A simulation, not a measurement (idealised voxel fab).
process module | voxel capacitor over wiring
cross-section cut | 300 nm wide | cells 5 nm
A cross-section is a grid of square cells, given in bands from the top down. A band is one or more rows of cells.
Each band's line starts with the height of the band's top and of its bottom, in nm. Then come its materials from left to right, each with its width in nm. One material with "throughout" fills the band from edge to edge. "air" is empty space.
Height 0 is the level under which the wafer as received is all one material. The lowest band goes on downwards, as in "0 down".
A width such as "30 to 40" changes by the same amount from each row of cells to the next, from the band's top row to its bottom row.
"no change" after a step means that no cell of the cross-section changed.
closed voids: empty space of 8 cells or more with no open way to the top, each as width x height at its distance from the left edge, in nm
after a step's settings: what the simulator itself notes on the step
overlay nm, on a step with a mask: how far to the right of its planned place the mask lay; to the left if negative
plan
1 op RECEIVE | material Si
2 op CONFORMAL_DEP | material SiO2 | thk nm 15
3 op CONFORMAL_DEP | material SiN | thk nm 5
4 op DIRECTIONAL_DEP | material lowk | thk nm 20
5 op DIRECTIONAL_DEP | material aC | thk nm 15
6 op PATTERN | tone open | mask id METAL_1 | material resist | width nm 20 | pitch nm 85 | thk nm 30 | overlay nm 0
7 op DIRECTIONAL_ETCH | etch materials aC | depth nm 15
8 op STRIP | etch materials resist
9 op DIRECTIONAL_ETCH | etch materials lowk | depth nm 20
10 op DIRECTIONAL_ETCH | etch materials SiN | depth nm 5
11 op STRIP | etch materials aC
12 op CONFORMAL_DEP | material TiN | thk nm 5
13 op FILL_DEP | material Cu | thk nm 10
14 op CMP | height nm 40
15 op CONFORMAL_DEP | material SiCN | thk nm 5
16 op DIRECTIONAL_DEP | material lowk | thk nm 20
17 op PATTERN | tone open | mask id PLUG_1 | material resist | width nm 15 | thk nm 20 | overlay nm 0
18 op DIRECTIONAL_ETCH | etch materials lowk | depth nm 20
19 op DIRECTIONAL_ETCH | etch materials SiCN | depth nm 5
20 op STRIP | etch materials resist
21 op EPI | material Ru | thk nm 10
22 op EPI | material Ru | thk nm 10
23 op EPI | material Ru | thk nm 5
24 op DIRECTIONAL_DEP | material TiN | thk nm 5
25 op DIRECTIONAL_DEP | material SiN | thk nm 5
26 op DIRECTIONAL_DEP | material TiN | thk nm 10
27 op PATTERN | tone cover | mask id UPPER_PLATE | material resist | width nm 70 | thk nm 15 | overlay nm 0
28 op DIRECTIONAL_ETCH | etch materials TiN | depth nm 10
29 op DIRECTIONAL_ETCH | etch materials SiN | depth nm 5
30 op STRIP | etch materials resist
31 op MASKED_ETCH | tone cover | mask id LOWER_PLATE | width nm 80 | etch materials TiN | depth nm 5 | overlay nm 0
32 op FILL_DEP | material SiO2 | thk nm 20
33 op CMP | height nm 100
34 op MASKED_ETCH | tone open | mask id PLUG_2 | width nm 15 | etch materials SiO2 | depth nm 15 | overlay nm -15
35 op CONFORMAL_DEP | material TiN | thk nm 5
36 op FILL_DEP | material Cu | thk nm 10
37 op CMP | height nm 100
38 op CONFORMAL_DEP | material SiCN | thk nm 5
varied across the wafers: overlay nm of step 34. The plan shows the first wafer's value. All wafers start alike
first wafer as received, after step 1
  0 down: Si throughout
  closed voids: none
first wafer at the end, after step 38
  105 to 100: SiCN throughout
  100 to 90: SiO2 95 | TiN 5 | Cu 5 | TiN 5 | SiO2 190
  90 to 85: SiO2 95 | TiN 15 | SiO2 190
  85 to 75: SiO2 100 | TiN 70 | SiO2 130
  75 to 70: SiO2 100 | SiN 70 | SiO2 130
  70 to 65: SiO2 95 | TiN 80 | SiO2 125
  65 to 45: lowk 100 | Ru 15 | lowk 185
  45 to 40: SiCN 100 | Ru 15 | SiCN 185
  40 to 20: lowk 95 | TiN 5 | Cu 10 | TiN 5 | lowk 65 | TiN 5 | Cu 10 | TiN 5 | lowk 100
  20 to 15: SiN 95 | TiN 20 | SiN 65 | TiN 20 | SiN 100
  15 to 0: SiO2 throughout
  0 down: Si throughout
  closed voids: none
last wafer at the end
  105 to 100: SiCN throughout
  100 to 90: SiO2 125 | TiN 5 | Cu 5 | TiN 5 | SiO2 160
  90 to 85: SiO2 125 | TiN 15 | SiO2 160
  85 to 75: SiO2 100 | TiN 70 | SiO2 130
  75 to 70: SiO2 100 | SiN 70 | SiO2 130
  70 to 65: SiO2 95 | TiN 80 | SiO2 125
  65 to 45: lowk 100 | Ru 15 | lowk 185
  45 to 40: SiCN 100 | Ru 15 | SiCN 185
  40 to 20: lowk 95 | TiN 5 | Cu 10 | TiN 5 | lowk 65 | TiN 5 | Cu 10 | TiN 5 | lowk 100
  20 to 15: SiN 95 | TiN 20 | SiN 65 | TiN 20 | SiN 100
  15 to 0: SiO2 throughout
  0 down: Si throughout
  closed voids: none
each wafer at the end: cells of each material gained (+) or lost (-) since it was received, then its closed voids
overlay nm -15 | +18 Cu | +15 Ru | +117 SiCN | +66 SiN | +533 SiO2 | +75 TiN | +436 lowk | closed voids: none
overlay nm -10 | +18 Cu | +15 Ru | +117 SiCN | +66 SiN | +533 SiO2 | +75 TiN | +436 lowk | closed voids: none
overlay nm -5 | +18 Cu | +15 Ru | +117 SiCN | +66 SiN | +533 SiO2 | +75 TiN | +436 lowk | closed voids: none
overlay nm 0 | +18 Cu | +15 Ru | +117 SiCN | +66 SiN | +533 SiO2 | +75 TiN | +436 lowk | closed voids: none
overlay nm 5 | +18 Cu | +15 Ru | +117 SiCN | +66 SiN | +533 SiO2 | +75 TiN | +436 lowk | closed voids: none
overlay nm 10 | +18 Cu | +15 Ru | +117 SiCN | +66 SiN | +533 SiO2 | +75 TiN | +436 lowk | closed voids: none
overlay nm 15 | +18 Cu | +15 Ru | +117 SiCN | +66 SiN | +533 SiO2 | +75 TiN | +436 lowk | closed voids: none
